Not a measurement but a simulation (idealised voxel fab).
Process module, titled voxel wiring stack
We display cut, a cross-section 240 nm in width whose square cells are each 5 nm.
We lay out every cross-section as a grid of square cells and spell it out in bands from the top down, where one band means one or more rows of cells.
Heights first: top, then bottom, in nm. Then materials, left to right, each with a width in nm. "full width" on a single material: fills the band edge to edge. "empty": empty space.
Heights are reckoned from 0. Under this level, the received wafer is all of one material. The bottommost band is open-ended downward, for example "0 down".
Width spec "30..40" -> top row of cells at first value, bottom row at second value, equal per-row change in between.
"remained the same" for a step: no cell of the cross-section changed in that step.
So "Enclosed cavities" is basically the list of trapped voids: any empty space of 8 cells or more that can't reach the top through an opening. They're written width x height at distance, the distance being from the left edge, and it's all nm.
Note: text after step settings on the step line = simulator remark on that step.
overlay nm: step with mask; distance mask lay right of planned place; negative value = left of planned place.
**This section lists the process steps that were planned**
| 1 | RECEIVE with material Si |
| 2 | CONFORMAL_DEP with material SiO2, thk nm 15 |
| 3 | DIRECTIONAL_DEP with material TiN, thk nm 5 |
| 4 | DIRECTIONAL_DEP with material Ru, thk nm 20 |
| 5 | MASKED_ETCH with tone cover, mask id METAL_1, width nm 25, pitch nm 40, etch materials Ru, depth nm 20, overlay nm 0 |
| 6 | MASKED_ETCH with tone cover, mask id METAL_1, width nm 25, pitch nm 40, etch materials TiN, depth nm 5, overlay nm 0 |
| 7 | FILL_DEP with material SiO2, thk nm 5 |
| 8 | CMP with height nm 40 |
| 9 | CONFORMAL_DEP with material SiCN, thk nm 5 |
| 10 | DIRECTIONAL_DEP with material lowk, thk nm 15 |
| 11 | MASKED_ETCH with tone open, mask id PLUG_1, width nm 15, pitch nm 40, etch materials lowk, depth nm 15, overlay nm 0 |
| 12 | MASKED_ETCH with tone open, mask id PLUG_1, width nm 15, pitch nm 40, etch materials SiCN, depth nm 5, overlay nm 0 |
| 13 | EPI with material Ru, thk nm 10 |
| 14 | EPI with material Ru, thk nm 10 |
| 15 | CONFORMAL_DEP with material SiN, thk nm 5 |
| 16 | DIRECTIONAL_DEP with material SiO2, thk nm 15 |
| 17 | DIRECTIONAL_DEP with material aC, thk nm 15 |
| 18 | PATTERN with tone open, mask id METAL_2, material resist, width nm 25, pitch nm 40, thk nm 30, overlay nm 0 |
| 19 | DIRECTIONAL_ETCH with etch materials aC, depth nm 15 |
| 20 | STRIP with etch materials resist |
| 21 | DIRECTIONAL_ETCH with etch materials SiO2, depth nm 15 |
| 22 | DIRECTIONAL_ETCH with etch materials SiN, depth nm 5 |
| 23 | STRIP with etch materials aC |
| 24 | CONFORMAL_DEP with material TiN, thk nm 5 |
| 25 | FILL_DEP with material Cu, thk nm 5 |
| 26 | CMP with height nm 80 |
| 27 | CONFORMAL_DEP with material SiCN, thk nm 5 |
| 28 | DIRECTIONAL_DEP with material SiO2, thk nm 25 |
| 29 | MASKED_ETCH with tone open, mask id METAL_3_HOLES, width nm 15, etch materials SiO2, depth nm 25, overlay nm 0 |
| 30 | DIRECTIONAL_DEP with material aC, thk nm 15 |
| 31 | PATTERN with tone open, mask id METAL_3, material resist, width nm 25, pitch nm 40, thk nm 30, overlay nm 0 |
| 32 | DIRECTIONAL_ETCH with etch materials aC, depth nm 15 |
| 33 | STRIP with etch materials resist |
| 34 | DIRECTIONAL_ETCH with etch materials SiO2, depth nm 15 |
| 35 | DIRECTIONAL_ETCH with etch materials SiCN, depth nm 5 |
| 36 | STRIP with etch materials aC |
| 37 | CONFORMAL_DEP with material TiN, thk nm 5 |
| 38 | FILL_DEP with material Ru, thk nm 10 |
| 39 | CMP with height nm 110 |
| 40 | CONFORMAL_DEP with material SiCN, thk nm 5 |
| 41 | DIRECTIONAL_DEP with material SiO2, thk nm 30 |
| 42 | PATTERN with tone open, mask id METAL_4, material resist, width nm 25, pitch nm 40, thk nm 20, overlay nm 0 |
| 43 | DIRECTIONAL_ETCH with etch materials SiO2, depth nm 20 |
| 44 | STRIP with etch materials resist |
| 45 | MASKED_ETCH with tone open, mask id METAL_4_HOLES, width nm 15, pitch nm 40, etch materials SiO2, depth nm 10, overlay nm 0 |
| 46 | MASKED_ETCH with tone open, mask id METAL_4_HOLES, width nm 15, pitch nm 40, etch materials SiCN, depth nm 5, overlay nm 0 |
| 47 | CONFORMAL_DEP with material TiN, thk nm 5 |
| 48 | FILL_DEP with material Cu, thk nm 5 |
| 49 | CMP with height nm 145 |
| 50 | CONFORMAL_DEP with material SiN, thk nm 5 |
**Wafer at receipt (post step 1), cross-section**
> 0 down | Si full width
> Enclosed cavities: none
**End-of-module cross-section. Starting structure and process plan as above; one mistake made in running it**
> 150 to 145 | SiN full width
> 145 to 130 | SiO2 85, then TiN 5, then Cu 15, then TiN 5, then SiO2 15, then TiN 5, then Cu 15, then TiN 5, then SiO2 90
> 130 to 125 | SiO2 85, then TiN 5, then Cu 5, then TiN 15, then SiO2 15, then TiN 5, then Cu 5, then TiN 15, then SiO2 90
> 125 to 115 | SiO2 85, then TiN 5, then Cu 5, then TiN 5, then SiO2 25, then TiN 5, then Cu 5, then TiN 5, then SiO2 100
> 115 to 110 | SiCN 85, then TiN 15, then SiCN 25, then TiN 15, then SiCN 100
> 110 to 100 | SiO2 85, then TiN 5, then Ru 15, then TiN 5, then SiO2 15, then TiN 5, then Ru 15, then TiN 5, then SiO2 90
> 100 to 95 | SiO2 85, then TiN 5, then Ru 5, then TiN 15, then SiO2 15, then TiN 25, then SiO2 90
> 95 to 85 | SiO2 85, then TiN 5, then Ru 5, then TiN 5, then SiO2 140
> 85 to 80 | SiCN 85, then TiN 15, then SiCN 140
> 80 to 65 | SiO2 85, then TiN 5, then Cu 15, then TiN 5, then SiO2 15, then TiN 5, then Cu 15, then TiN 5, then SiO2 90
> 65 to 60 | SiN 85, then TiN 25, then SiN 15, then TiN 25, then SiN 90
> 60 to 45 | lowk 80, then Ru 25, then lowk 15, then Ru 25, then lowk 95
> 45 to 40 | SiCN 85, then Ru 15, then SiCN 25, then Ru 15, then SiCN 100
> 40 to 20 | SiO2 85, then Ru 25, then SiO2 15, then Ru 25, then SiO2 90
> 20 to 15 | SiO2 85, then TiN 25, then SiO2 15, then TiN 25, then SiO2 90
> 15 to 0 | SiO2 full width
> 0 down | Si full width
> Enclosed cavities: none
Against the plan, the run slipped here: not per plan at step 11, really ran MASKED_ETCH with tone open, mask id PLUG_1, width nm 25, pitch nm 40, etch materials lowk, depth nm 15, overlay nm 0
